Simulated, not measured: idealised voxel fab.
This is a process module. Its name is voxel ribs on slabs.
Each square cell in cross-section cut measures 5 nm, and the section as a whole is 285 nm wide.
A cross-section is written here as square cells arranged in a grid, and it is given in bands from the top down, each band taking up one or more rows of cells. Per band: top height and bottom height in nm, followed by the left-to-right materials and their widths in nm; "everywhere" marks a single material spanning edge to edge, "blank" marks empty space. The reference from which all heights are counted is 0, the level beneath which the as-received wafer is entirely one material; the lowest band, having no lower bound, proceeds downward and is written after the example "z 0 and below". When a width is written as two numbers, as in "30 to 40", the first number is the width in the top row of cells of the band and the second is the width in its bottom row, and the width changes by the same amount from each row to the next. The designation "nothing got changed", where it is given for a processing step, indicates that no cell of the cross-section was altered in the course of that step. Empty spaces without an open route to the top, at least 8 cells in extent, make up the entry "Cavities, sealed"; each is given as width x height at distance, where the distance is measured from the left edge, and all are in nm. Heads up: the bit after the settings on a step's line is the simulator's remark on that step. overlay nm: mask offset rightward from planned place, masked step; negative means leftward offset.

### The following list gives the planned process steps
1 RECEIVE: material Si
2 DIRECTIONAL_DEP: material SiO2, thk nm 20
3 DIRECTIONAL_DEP: material polySi, thk nm 25
4 PATTERN: tone cover, mask id RIB, material resist, width nm 30, thk nm 20, overlay nm 0
5 DIRECTIONAL_ETCH: etch materials polySi, depth nm 5
6 STRIP: etch materials resist
7 PATTERN: tone cover, mask id SLAB, material resist, width nm 60, thk nm 15, overlay nm 0
8 DIRECTIONAL_ETCH: etch materials polySi, depth nm 20
9 STRIP: etch materials resist
10 FILL_DEP: material SiO2, thk nm 30
11 CMP: height nm 65
12 DIRECTIONAL_DEP: material W, thk nm 10
13 PATTERN: tone cover, mask id HEATER, material resist, width nm 40, thk nm 15, overlay nm 0
14 DIRECTIONAL_ETCH: etch materials W, depth nm 10
15 STRIP: etch materials resist
16 CONFORMAL_DEP: material SiN, thk nm 5

### Wafer cross-section on receipt, i.e. after step 1
* z 0 and below = Si everywhere
* Cavities, sealed: none

### This is how the wafer looks in cross-section once the module is done, given the starting state and plan above and one mistake in carrying the plan out
* z 80 to 75 = blank (115), SiN (50), blank (120)
* z 75 to 70 = blank (115), SiN (5), W (40), SiN (5), blank (120)
* z 70 to 65 = SiN (120), W (40), SiN (125)
* z 65 to 55 = SiO2 everywhere
* z 55 to 50 = SiO2 (125), polySi (30), SiO2 (130)
* z 50 to 30 = SiO2 (110), polySi (60), SiO2 (115)
* z 30 to 20 = polySi everywhere
* z 20 to 0 = SiO2 everywhere
* z 0 and below = Si everywhere
* Cavities, sealed: none
Processing error: step 3 off recipe, ran as DIRECTIONAL_DEP: material polySi, thk nm 35
